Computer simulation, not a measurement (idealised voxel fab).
voxel self aligned contacts: a process module
The width of the displayed cross-section, cut, is 220 nm; its cells are square, with a size of 5 nm.
This document writes a cross-section as a grid whose cells are square, and gives it as bands, listed from the top down; one or more rows of cells form a band. This entry defines a band. It first specifies the height of the band's top and the height of its bottom in nm, and then specifies the band's materials from left to right, stating each material with its width in nm. The word "edge to edge" identifies a single material that fills the band from edge to edge, while the word "air" identifies empty space. Ref level 0: as-received wafer is one material below here. Bottom band extends down with no lower bound ("0 down"). The width entry "30 to 40" should be interpreted row by row: the top row of cells in the band takes the first number, the bottom row takes the second number, and the change between adjacent rows is uniform throughout. "identical to before" for a step: no cell of the cross-section changed in that step. You'll see "Closed void entries" listing empty spaces that have no way open to the top, as long as they're 8 cells or more; the notation is width x height at distance, where the distance is from the left edge, and all of it is in nm. Text after the settings on a step's line: the simulator's own remark on that step. Regarding "overlay nm": on a step with a mask, it is the distance the mask lay to the right of its planned place; a negative value places it to the left.
LIST OF PLANNED PROCESS STEPS
1: RECEIVE | material Si
2: OXIDIZE | depth nm 5
3: DIRECTIONAL_DEP | material polySi | thk nm 30
4: DIRECTIONAL_DEP | material SiN | thk nm 25
5: PATTERN | tone cover | mask id GATE | material resist | width nm 30 | pitch nm 70 | thk nm 15 | overlay nm 0
6: DIRECTIONAL_ETCH | etch materials SiN | depth nm 25
7: DIRECTIONAL_ETCH | etch materials polySi | depth nm 30
8: STRIP | etch materials resist
9: CONFORMAL_DEP | material SiN | thk nm 10
10: DIRECTIONAL_ETCH | etch materials SiN | depth nm 10
11: FILL_DEP | material SiO2 | thk nm 15
12: CMP | height nm 60
13: PATTERN | tone open | mask id CONTACT | material resist | width nm 50 | pitch nm 70 | thk nm 15 | overlay nm 0
14: DIRECTIONAL_ETCH | etch materials SiO2 | depth nm 65
15: STRIP | etch materials resist
16: CONFORMAL_DEP | material TiN | thk nm 5
17: FILL_DEP | material W | thk nm 10
18: CMP | height nm 60
19: CONFORMAL_DEP | material SiN | thk nm 5
AS-RECEIVED STATE OF THE WAFER IN CROSS-SECTION, EQUIVALENT TO POST-STEP 1
  0 down | Si edge to edge
  Closed void entries: none
CROSS-SECTION TAKEN AT MODULE COMPLETION ON THE FIRST OF TWO WAFERS; PROCESSED PER THE PLAN
  65 to 60 | SiN edge to edge
  60 to 55 | SiO2=50, TiN=20, W=10, TiN=20, SiO2=20, TiN=20, W=10, TiN=20, SiO2=50
  55 to 30 | SiO2=15, SiN=50, TiN=5, W=10, TiN=5, SiN=50, TiN=5, W=10, TiN=5, SiN=50, SiO2=15
  30 to 0 | SiO2=15, SiN=10, polySi=30, SiN=10, TiN=5, W=10, TiN=5, SiN=10, polySi=30, SiN=10, TiN=5, W=10, TiN=5, SiN=10, polySi=30, SiN=10, SiO2=15
  0 to -5 | SiO2=65, TiN=20, SiO2=50, TiN=20, SiO2=65
  -5 down | Si edge to edge
  Closed void entries: none
MODULE END: CROSS-SECTION OF WAFER TWO OF TWO. SAME START AND PROCESS PLAN AS THE FIRST WAFER. ONE MISTAKE DURING EXECUTION
  80 to 75 | SiN edge to edge
  75 to 65 | W edge to edge
  65 to 60 | TiN=55, W=40, TiN=30, W=40, TiN=55
  60 to 55 | SiO2=50, TiN=20, W=10, TiN=20, SiO2=20, TiN=20, W=10, TiN=20, SiO2=50
  55 to 30 | SiO2=15, SiN=50, TiN=5, W=10, TiN=5, SiN=50, TiN=5, W=10, TiN=5, SiN=50, SiO2=15
  30 to 0 | SiO2=15, SiN=10, polySi=30, SiN=10, TiN=5, W=10, TiN=5, SiN=10, polySi=30, SiN=10, TiN=5, W=10, TiN=5, SiN=10, polySi=30, SiN=10, SiO2=15
  0 to -5 | SiO2=65, TiN=20, SiO2=50, TiN=20, SiO2=65
  -5 down | Si edge to edge
  Closed void entries: none
Want to know what went wrong? step 18 of the plan was jumped over and never run
at the end the second wafer has, in cells: +28 TiN, +104 W
